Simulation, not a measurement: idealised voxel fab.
This is a process module. Its name is voxel gate over fins.
FYI the section here is cut, 165 nm wide, cells are 5 nm squares.
Cross-section layout: square cells on a grid; listed as bands, top to bottom; a band spans one or more cell rows. In this notation a band is specified by the heights of its top and bottom, in that order and in nm, after which its materials appear from left to right, each paired with its width in nm. The word "full width" attached to a single material means that material fills the band from edge to edge; the word "blank" stands for empty space. The level at which height equals 0 is the one under which the wafer, as it arrives, is entirely one material. No lower edge exists for the bottom band, which continues downward and is notated as in "0..down". With a width like "30->40", each row of cells in the band differs from the next by the same amount, the top row carrying the first number and the bottom row the second. The cross-section has no changed cell in any step marked "all unchanged". In "Trapped voids" the enclosed voids are listed, meaning empty spaces of 8 cells or larger without any opening to the top. The form is width x height at distance, distance from the left edge, units nm. Post-settings text on a step line: simulator's own remark regarding the step. On any step carrying a mask, the "overlay nm" setting, if present on the step's line, tells how far right of its planned place the mask lay; negative values point to the left.
List of planned process steps:
step 1: RECEIVE [material Si]
step 2: CONFORMAL_DEP [material SiN] [thk nm 5]
step 3: MASKED_ETCH [tone cover] [mask id FINS] [width nm 15] [pitch nm 45] [etch materials SiN] [depth nm 5] [overlay nm 0]
step 4: MASKED_ETCH [tone cover] [mask id FINS] [width nm 15] [pitch nm 45] [etch materials Si] [depth nm 30] [overlay nm 0]
step 5: OXIDIZE [depth nm 5]
step 6: FILL_DEP [material SiO2] [thk nm 10]
step 7: CMP [height nm 5]
step 8: SELECTIVE_ETCH [etch materials SiO2] [depth nm 20]
step 9: STRIP [etch materials SiN]
step 10: CONFORMAL_DEP [material HfO2] [thk nm 5]
step 11: CONFORMAL_DEP [material TiN] [thk nm 5]
step 12: FILL_DEP [material W] [thk nm 15]
step 13: CMP [height nm 20]
step 14: CONFORMAL_DEP [material SiN] [thk nm 10]
Cross-section of the wafer at receipt, which is the condition after step 1:
  0..down  Si full width
  Trapped voids: none
What the wafer looks like in cross-section after this module, when it starts as shown above and follows the plan above but one mistake is made in running it:
  30..20  SiN full width
  20..10  W full width
  10..5  W=25, TiN=25, W=20, TiN=25, W=20, TiN=25, W=25
  5..0  W=25, TiN=5, HfO2=15, TiN=5, W=20, TiN=5, HfO2=15, TiN=5, W=20, TiN=5, HfO2=15, TiN=5, W=25
  0..-25  W=25, TiN=5, HfO2=5, Si=5, HfO2=5, TiN=5, W=20, TiN=5, HfO2=5, Si=5, HfO2=5, TiN=5, W=20, TiN=5, HfO2=5, Si=5, HfO2=5, TiN=5, W=25
  -25..-30  TiN=30, HfO2=5, Si=5, HfO2=5, TiN=30, HfO2=5, Si=5, HfO2=5, TiN=30, HfO2=5, Si=5, HfO2=5, TiN=30
  -30..-35  HfO2=35, Si=5, HfO2=40, Si=5, HfO2=40, Si=5, HfO2=35
  -35..down  Si full width
  Trapped voids: none
Nonconformance to the process plan: it should be noted that step 8 of the plan was executed twice
